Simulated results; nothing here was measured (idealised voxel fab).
The name of this process module is voxel transistor to metal.
Shown is cross-section cut, with a width of 185 nm and square cells of size 5 nm.
Cross-section = grid of square cells, listed top down in bands; band = one or more rows. What a band's entry tells you: where the top is and where the bottom is, as heights in nm, and after that what lies inside, material by material from left to right, each with its width in nm. Empty space is written as the word "air", and a single material marked with the word "edge to edge" occupies the band from edge to edge. All heights in this document are referenced to 0, defined as the level beneath which the wafer, as received, consists entirely of one material. The lowest band is not bounded below; it extends indefinitely downward and is written in the form "0 down". The two numbers in a width such as "30->40" mark its ends across the band: the first belongs to the top row of cells, the second to the bottom row, and from each row to the next the width moves by the same amount. Reading "no modification" for a step: not a cell of the cross-section changed in it. If an empty space has no open way to the top and is at least 8 cells in size, "Entrapped void list" lists it, written width x height at distance, where distance is measured from the left edge and every value is in nm. Whatever follows a step's settings on its line is a remark the simulator itself makes about that step. "overlay nm" denotes, for a step that has a mask, the displacement of the mask to the right of its planned place, with negative values corresponding to the left.

## These are the steps we planned for the process
- 1: RECEIVE with material Si
- 2: CONFORMAL_DEP with material SiO2, thk nm 5
- 3: CONFORMAL_DEP with material SiN, thk nm 15
- 4: DIRECTIONAL_DEP with material aC, thk nm 15
- 5: PATTERN with tone cover, mask id ACTIVE, material resist, width nm 95, thk nm 30, overlay nm -15
- 6: DIRECTIONAL_ETCH with etch materials aC, depth nm 15
- 7: STRIP with etch materials resist
- 8: DIRECTIONAL_ETCH with etch materials SiN, depth nm 15
- 9: DIRECTIONAL_ETCH with etch materials SiO2, depth nm 5
- 10: DIRECTIONAL_ETCH with etch materials Si, depth nm 35
- 11: STRIP with etch materials aC
- 12: OXIDIZE with depth nm 5
- 13: FILL_DEP with material SiO2, thk nm 10
- 14: CMP with height nm 20
- 15: SELECTIVE_ETCH with etch materials SiO2, depth nm 15
- 16: STRIP with etch materials SiN
- 17: SELECTIVE_ETCH with etch materials SiO2, depth nm 5
- 18: OXIDIZE with depth nm 5
- 19: DIRECTIONAL_DEP with material polySi, thk nm 20
- 20: DIRECTIONAL_DEP with material SiCN, thk nm 10
- 21: MASKED_ETCH with tone cover, mask id GATE, width nm 25, etch materials SiCN, depth nm 20, overlay nm 0
- 22: MASKED_ETCH with tone cover, mask id GATE, width nm 25, etch materials polySi, depth nm 30, overlay nm 0
- 23: CONFORMAL_DEP with material SiN, thk nm 5
- 24: DIRECTIONAL_ETCH with etch materials SiN, depth nm 5
- 25: DIRECTIONAL_ETCH with etch materials SiO2, depth nm 5
- 26: DIRECTIONAL_ETCH with etch materials Si, depth nm 10
- 27: EPI with material SiGe, thk nm 10
- 28: FILL_DEP with material SiO2, thk nm 10
- 29: CMP with height nm 20
- 30: STRIP with etch materials polySi
- 31: SELECTIVE_ETCH with etch materials SiO2, depth nm 5
- 32: CONFORMAL_DEP with material HfO2, thk nm 5
- 33: CONFORMAL_DEP with material TiN, thk nm 5
- 34: FILL_DEP with material W, thk nm 10
- 35: CMP with height nm 15
- 36: DIRECTIONAL_DEP with material SiO2, thk nm 15
- 37: DIRECTIONAL_DEP with material aC, thk nm 15
- 38: PATTERN with tone open, mask id CONTACT, material resist, width nm 15, pitch nm 70, thk nm 35, overlay nm 0
- 39: DIRECTIONAL_ETCH with etch materials aC, depth nm 15
- 40: STRIP with etch materials resist
- 41: DIRECTIONAL_ETCH with etch materials SiO2, depth nm 35
- 42: STRIP with etch materials aC
- 43: CONFORMAL_DEP with material TiN, thk nm 5
- 44: FILL_DEP with material W, thk nm 10
- 45: CMP with height nm 30
- 46: DIRECTIONAL_DEP with material TiN, thk nm 5
- 47: DIRECTIONAL_DEP with material W, thk nm 25
- 48: MASKED_ETCH with tone cover, mask id METAL_1, width nm 15, pitch nm 70, etch materials W, depth nm 25, overlay nm 0
- 49: MASKED_ETCH with tone cover, mask id METAL_1, width nm 15, pitch nm 70, etch materials TiN, depth nm 5, overlay nm 0
- 50: CONFORMAL_DEP with material SiN, thk nm 5
- 51: FILL_DEP with material SiO2, thk nm 10
- 52: CMP with height nm 60
- 53: CONFORMAL_DEP with material SiCN, thk nm 5
The wafers in this document start out alike and differ in the overlay nm applied at step 5; the plan shows the value used for the first wafer.

## Cross-section: the first of several wafers in its as-received state, i.e. following step 1
* 0 down | Si edge to edge
* Entrapped void list: none

## Take any row and you have a wafer at the end of the module: how many cells of each material it has gained (+) or lost (-) since it was received, and then its closed voids
overlay nm -15 | +13 HfO2 | -197 Si | +37 SiCN | +28 SiGe | +57 SiN | +456 SiO2 | +43 TiN | +44 W | Entrapped void list: none
overlay nm -10 | +13 HfO2 | -197 Si | +37 SiCN | +28 SiGe | +57 SiN | +456 SiO2 | +43 TiN | +44 W | Entrapped void list: none
overlay nm -5 | +13 HfO2 | -197 Si | +37 SiCN | +28 SiGe | +57 SiN | +456 SiO2 | +43 TiN | +44 W | Entrapped void list: none
overlay nm 0 | +13 HfO2 | -197 Si | +37 SiCN | +28 SiGe | +57 SiN | +456 SiO2 | +43 TiN | +44 W | Entrapped void list: none
overlay nm 5 | +13 HfO2 | -197 Si | +37 SiCN | +28 SiGe | +57 SiN | +456 SiO2 | +43 TiN | +44 W | Entrapped void list: none
overlay nm 10 | +13 HfO2 | -197 Si | +37 SiCN | +28 SiGe | +57 SiN | +456 SiO2 | +43 TiN | +44 W | Entrapped void list: none
overlay nm 15 | +13 HfO2 | -197 Si | +37 SiCN | +28 SiGe | +57 SiN | +456 SiO2 | +43 TiN | +44 W | Entrapped void list: none
